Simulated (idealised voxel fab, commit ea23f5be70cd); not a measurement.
This section sets out a process module, namely voxel released beams.
Cross-section cut spans 185 nm and uses square cells 5 nm in size.
If you're reading a cross-section in this doc, picture square cells in a grid; it comes to you as bands, top ones listed first down to the bottom, and a band can be one or more rows of cells. Per band: top height and bottom height in nm, followed by the left-to-right materials and their widths in nm; "everywhere" marks a single material spanning edge to edge, "air" marks empty space. For the purposes of this specification, 0 denotes the height below which the wafer in its as-received condition is composed wholly of one material, and the lowermost band, lacking a lower limit, extends downward without end, as expressed in "0..down". When a width is written as two numbers, as in "30 to 40", the first number is the width in the top row of cells of the band and the second is the width in its bottom row, and the width changes by the same amount from each row to the next. "no change" (step): cross-section cells unchanged, all of them. Reported under the label "Sealed-off cavities" are the empty spaces having no open way to the top and comprising 8 cells or more; the notation for each is width x height at distance, in which the distance is measured from the left edge and all three values are in nm. Post-settings text on a step line: simulator's own remark regarding the step. Each step line may optionally specify "overlay nm", which for a step with a mask gives the rightward distance between the mask's planned place and where it lay, a negative value indicating the leftward direction.
Process steps (planned)
step 1: RECEIVE | material Si
step 2: CONFORMAL_DEP | material Al2O3 | thk nm 5
step 3: DIRECTIONAL_DEP | material SiO2 | thk nm 20
step 4: MASKED_ETCH | tone open | mask id ANCHOR | width nm 25 | etch materials SiO2 | depth nm 20 | overlay nm 0
step 5: CONFORMAL_DEP | material SiN | thk nm 10
step 6: DIRECTIONAL_DEP | material aC | thk nm 15
step 7: PATTERN | tone cover | mask id BEAM | material resist | width nm 110 | thk nm 35 | overlay nm 0
step 8: DIRECTIONAL_ETCH | etch materials aC | depth nm 15
step 9: STRIP | etch materials resist
step 10: DIRECTIONAL_ETCH | etch materials SiN | depth nm 10
step 11: STRIP | etch materials aC
step 12: STRIP | etch materials SiO2
This is the cross-section of the wafer as we received it, i.e. after step 1
  0..down = Si everywhere
  Sealed-off cavities: none
Result of the module, cross-sectioned: start per above, plan per above, one error in how it was run
  35..25 = 35 nm air / 110 nm SiN / 40 nm air
  25..5 = SiN everywhere
  5..0 = Al2O3 everywhere
  0..down = Si everywhere
  Sealed-off cavities: none
Processing error: step 3 off recipe, ran as DIRECTIONAL_DEP | material SiN | thk nm 20
